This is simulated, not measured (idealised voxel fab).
Process module under the name voxel ribs on slabs
The cross-section shown here is cut; it is 260 nm wide and divided into square cells measuring 5 nm on a side.
Cross-section = grid of square cells, listed top down in bands; band = one or more rows.
A band entry consists of two parts. The first gives the height of the band's top and the height of its bottom, in nm. The rest lists the band's materials from left to right, each with its width in nm. A single material labelled with the word "edge to edge" fills the band from edge to edge, and the word "empty" marks empty space.
The level at which height equals 0 is the one under which the wafer, as it arrives, is entirely one material. No lower edge exists for the bottom band, which continues downward and is notated as in "z 0 and below".
You'd read "30 to 40" like this: the band's top row of cells is as wide as the first number, its bottom row is as wide as the second, and going down, every row changes width by the same amount as the row before did.
Step marked "nothing altered"? Then no cell in the cross-section changed in it.
The label "Completely enclosed voids" introduces a list of the empty spaces, 8 cells or larger, that have no open way up to the top; each entry in it reads width x height at distance, where the distance is taken from the left edge and all three are stated in nm.
Note: text after step settings on the step line = simulator remark on that step.
Steps that use a mask can have "overlay nm" on their line. It says how far the mask sat to the right of where it was meant to be. Negative means to the left.

## Planned step list for the process
1,RECEIVE [material Si]
2,DIRECTIONAL_DEP [material SiO2] [thk nm 25]
3,DIRECTIONAL_DEP [material polySi] [thk nm 25]
4,MASKED_ETCH [tone cover] [mask id RIB] [width nm 25] [etch materials polySi] [depth nm 20] [overlay nm 0]
5,PATTERN [tone cover] [mask id SLAB] [material resist] [width nm 65] [thk nm 20] [overlay nm 0]
6,DIRECTIONAL_ETCH [etch materials polySi] [depth nm 5]
7,STRIP [etch materials resist]
8,FILL_DEP [material SiO2] [thk nm 30]
9,CMP [height nm 70]
10,DIRECTIONAL_DEP [material TiN] [thk nm 5]
11,DIRECTIONAL_DEP [material aC] [thk nm 15]
12,PATTERN [tone cover] [mask id HEATER] [material resist] [width nm 35] [thk nm 35] [overlay nm 0]
13,DIRECTIONAL_ETCH [etch materials aC] [depth nm 15]
14,STRIP [etch materials resist]
15,DIRECTIONAL_ETCH [etch materials TiN] [depth nm 5]
16,STRIP [etch materials aC]
17,CONFORMAL_DEP [material SiO2] [thk nm 10]

## Wafer at receipt (post step 1), cross-section
	z 0 and below | Si edge to edge
	Completely enclosed voids: none

## a wafer at the end: this start, this plan, one mistake
	z 75 to 70 | 110 empty  35 TiN  115 empty
	z 70 to 50 | SiO2 edge to edge
	z 50 to 30 | 115 SiO2  25 polySi  120 SiO2
	z 30 to 25 | 95 SiO2  65 polySi  100 SiO2
	z 25 to 0 | SiO2 edge to edge
	z 0 and below | Si edge to edge
	Completely enclosed voids: none
What broke from the plan during processing? plan step 17 never ran because it was skipped
